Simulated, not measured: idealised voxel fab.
You're looking at the process module voxel quadruple lines.
215 nm wide, 5 nm square cells: that's cross-section cut.
Cross-sections here: square-cell grids, written as top-down lists of bands, a band being one or more rows of cells. Band: top height; bottom height; in nm. Then, left to right: material with width in nm, for each material. "all across": a single material spanning edge to edge. "blank": empty space. Note: height 0 marks the level under which the wafer is uniformly one material as received. Lowest band unbounded below, written "0..down". Per-row width for "30->40": begins at first number (top row of band), ends at second number (bottom row), increment between rows held constant. Where the words "all unchanged" appear for a step, the cross-section shows no cell changed by that step; every cell remained as before. Closed-off voids of 8+ cells (no open route to the top) go in "Enclosed cavity list", written width x height at distance from the left edge, in nm. On a step's line, text after the settings is the simulator commenting on that step. On any step carrying a mask, the "overlay nm" setting, if present on the step's line, tells how far right of its planned place the mask lay; negative values point to the left.
### Process steps (planned)
| 1 | RECEIVE, material Si |
| 2 | CONFORMAL_DEP, material SiO2, thk nm 10 |
| 3 | DIRECTIONAL_DEP, material Ru, thk nm 15 |
| 4 | DIRECTIONAL_DEP, material polySi, thk nm 20 |
| 5 | DIRECTIONAL_DEP, material aC, thk nm 25 |
| 6 | PATTERN, tone cover, mask id MANDREL, material resist, width nm 20, pitch nm 60, thk nm 35, overlay nm 0 |
| 7 | DIRECTIONAL_ETCH, etch materials aC, depth nm 25 |
| 8 | STRIP, etch materials resist |
| 9 | CONFORMAL_DEP, material SiO2, thk nm 10 |
| 10 | DIRECTIONAL_ETCH, etch materials SiO2, depth nm 10 |
| 11 | STRIP, etch materials aC |
| 12 | DIRECTIONAL_ETCH, etch materials polySi, depth nm 20 |
| 13 | STRIP, etch materials SiO2 |
| 14 | CONFORMAL_DEP, material SiN, thk nm 5 |
| 15 | DIRECTIONAL_ETCH, etch materials SiN, depth nm 5 |
| 16 | STRIP, etch materials polySi |
| 17 | DIRECTIONAL_ETCH, etch materials Ru, depth nm 15 |
| 18 | STRIP, etch materials SiN |
### First wafer out of two, processed as planned
### Incoming wafer in cross-section (state: after step 1)
  0..down  Si all across
  Enclosed cavity list: none
### Step 2 done - wafer cross-section
  10..0  SiO2 all across
  No changes below 0.
### Step 3 done - wafer cross-section
  25..10  Ru all across
  No changes below 10.
### Step 4 done - wafer cross-section
  45..25  polySi all across
  No changes below 25.
### Step 5 done - wafer cross-section
  70..45  aC all across
  No changes below 45.
### Step 6 done - wafer cross-section
  105..70  blank (65), then resist (20), then blank (40), then resist (20), then blank (70)
  No changes below 70.
### Step 7 done - wafer cross-section
  80..70  blank (65), then resist (20), then blank (40), then resist (20), then blank (70)
  70..45  blank (65), then aC (20), then blank (40), then aC (20), then blank (70)
  No changes below 45.
### Step 8 done - wafer cross-section
  70..45  blank (65), then aC (20), then blank (40), then aC (20), then blank (70)
  No changes below 45.
### Step 9 done - wafer cross-section
  80..70  blank (55), then SiO2 (40), then blank (20), then SiO2 (40), then blank (60)
  70..55  blank (55), then SiO2 (10), then aC (20), then SiO2 (10), then blank (20), then SiO2 (10), then aC (20), then SiO2 (10), then blank (60)
  55..45  SiO2 (65), then aC (20), then SiO2 (40), then aC (20), then SiO2 (70)
  No changes below 45.
### Step 10 done - wafer cross-section
  70..45  blank (55), then SiO2 (10), then aC (20), then SiO2 (10), then blank (20), then SiO2 (10), then aC (20), then SiO2 (10), then blank (60)
  No changes below 45.
### Step 11 done - wafer cross-section
  70..45  blank (55), then SiO2 (10), then blank (20), then SiO2 (10), then blank (20), then SiO2 (10), then blank (20), then SiO2 (10), then blank (60)
  No changes below 45.
### Step 12 done - wafer cross-section
  70..45  blank (55), then SiO2 (10), then blank (20), then SiO2 (10), then blank (20), then SiO2 (10), then blank (20), then SiO2 (10), then blank (60)
  45..25  blank (55), then polySi (10), then blank (20), then polySi (10), then blank (20), then polySi (10), then blank (20), then polySi (10), then blank (60)
  No changes below 25.
### Step 13 done - wafer cross-section
  45..25  blank (55), then polySi (10), then blank (20), then polySi (10), then blank (20), then polySi (10), then blank (20), then polySi (10), then blank (60)
  No changes below 25.
### Step 14 done - wafer cross-section
  50..45  blank (50), then SiN (20), then blank (10), then SiN (20), then blank (10), then SiN (20), then blank (10), then SiN (20), then blank (55)
  45..30  blank (50), then SiN (5), then polySi (10), then SiN (5), then blank (10), then SiN (5), then polySi (10), then SiN (5), then blank (10), then SiN (5), then polySi (10), then SiN (5), then blank (10), then SiN (5), then polySi (10), then SiN (5), then blank (55)
  30..25  SiN (55), then polySi (10), then SiN (20), then polySi (10), then SiN (20), then polySi (10), then SiN (20), then polySi (10), then SiN (60)
  No changes below 25.
### Step 15 done - wafer cross-section
  45..25  blank (50), then SiN (5), then polySi (10), then SiN (5), then blank (10), then SiN (5), then polySi (10), then SiN (5), then blank (10), then SiN (5), then polySi (10), then SiN (5), then blank (10), then SiN (5), then polySi (10), then SiN (5), then blank (55)
  No changes below 25.
### Step 16 done - wafer cross-section
  45..25  blank (50), then SiN (5), then blank (10), then SiN (5), then blank (10), then SiN (5), then blank (10), then SiN (5), then blank (10), then SiN (5), then blank (10), then SiN (5), then blank (10), then SiN (5), then blank (10), then SiN (5), then blank (55)
  No changes below 25.
### Step 17 done - wafer cross-section
  45..25  blank (50), then SiN (5), then blank (10), then SiN (5), then blank (10), then SiN (5), then blank (10), then SiN (5), then blank (10), then SiN (5), then blank (10), then SiN (5), then blank (10), then SiN (5), then blank (10), then SiN (5), then blank (55)
  25..10  blank (50), then Ru (5), then blank (10), then Ru (5), then blank (10), then Ru (5), then blank (10), then Ru (5), then blank (10), then Ru (5), then blank (10), then Ru (5), then blank (10), then Ru (5), then blank (10), then Ru (5), then blank (55)
  No changes below 10.
### Step 18 done - wafer cross-section
  25..10  blank (50), then Ru (5), then blank (10), then Ru (5), then blank (10), then Ru (5), then blank (10), then Ru (5), then blank (10), then Ru (5), then blank (10), then Ru (5), then blank (10), then Ru (5), then blank (10), then Ru (5), then blank (55)
  No changes below 10.
### Second wafer. Start and plan as for the first. One mistake made in running. Agrees with the first up to and including step 3
### What the second wafer looks like in cross-section when step 4 should have wrapped up
  45..10  Ru all across
  No changes below 10.
### What the second wafer looks like in cross-section when step 5 should have wrapped up
  70..45  aC all across
  No changes below 45.
### What the second wafer looks like in cross-section when step 6 should have wrapped up
  105..70  blank (65), then resist (20), then blank (40), then resist (20), then blank (70)
  No changes below 70.
### What the second wafer looks like in cross-section when step 7 should have wrapped up
  80..70  blank (65), then resist (20), then blank (40), then resist (20), then blank (70)
  70..45  blank (65), then aC (20), then blank (40), then aC (20), then blank (70)
  No changes below 45.
### What the second wafer looks like in cross-section when step 8 should have wrapped up
  70..45  blank (65), then aC (20), then blank (40), then aC (20), then blank (70)
  No changes below 45.
### What the second wafer looks like in cross-section when step 9 should have wrapped up
  80..70  blank (55), then SiO2 (40), then blank (20), then SiO2 (40), then blank (60)
  70..55  blank (55), then SiO2 (10), then aC (20), then SiO2 (10), then blank (20), then SiO2 (10), then aC (20), then SiO2 (10), then blank (60)
  55..45  SiO2 (65), then aC (20), then SiO2 (40), then aC (20), then SiO2 (70)
  No changes below 45.
### What the second wafer looks like in cross-section when step 10 should have wrapped up
  70..45  blank (55), then SiO2 (10), then aC (20), then SiO2 (10), then blank (20), then SiO2 (10), then aC (20), then SiO2 (10), then blank (60)
  No changes below 45.
### What the second wafer looks like in cross-section when step 11 should have wrapped up
  70..45  blank (55), then SiO2 (10), then blank (20), then SiO2 (10), then blank (20), then SiO2 (10), then blank (20), then SiO2 (10), then blank (60)
  No changes below 45.
What the second wafer looks like in cross-section when step 12 should have wrapped up: all unchanged
### What the second wafer looks like in cross-section when step 13 should have wrapped up
  45..10  Ru all across
  No changes below 10.
### What the second wafer looks like in cross-section when step 14 should have wrapped up
  50..45  SiN all across
  No changes below 45.
### What the second wafer looks like in cross-section when step 15 should have wrapped up
  45..10  Ru all across
  No changes below 10.
What the second wafer looks like in cross-section when step 16 should have wrapped up: all unchanged
### What the second wafer looks like in cross-section when step 17 should have wrapped up
  30..10  Ru all across
  No changes below 10.
What the second wafer looks like in cross-section when step 18 should have wrapped up: all unchanged
Diagnosis: step 4, actual vs plan mismatch, actual run DIRECTIONAL_DEP, material Ru, thk nm 20
Once processing is complete, comparing cell counts shows that the second wafer has more or fewer of certain materials than the first: Ru +148
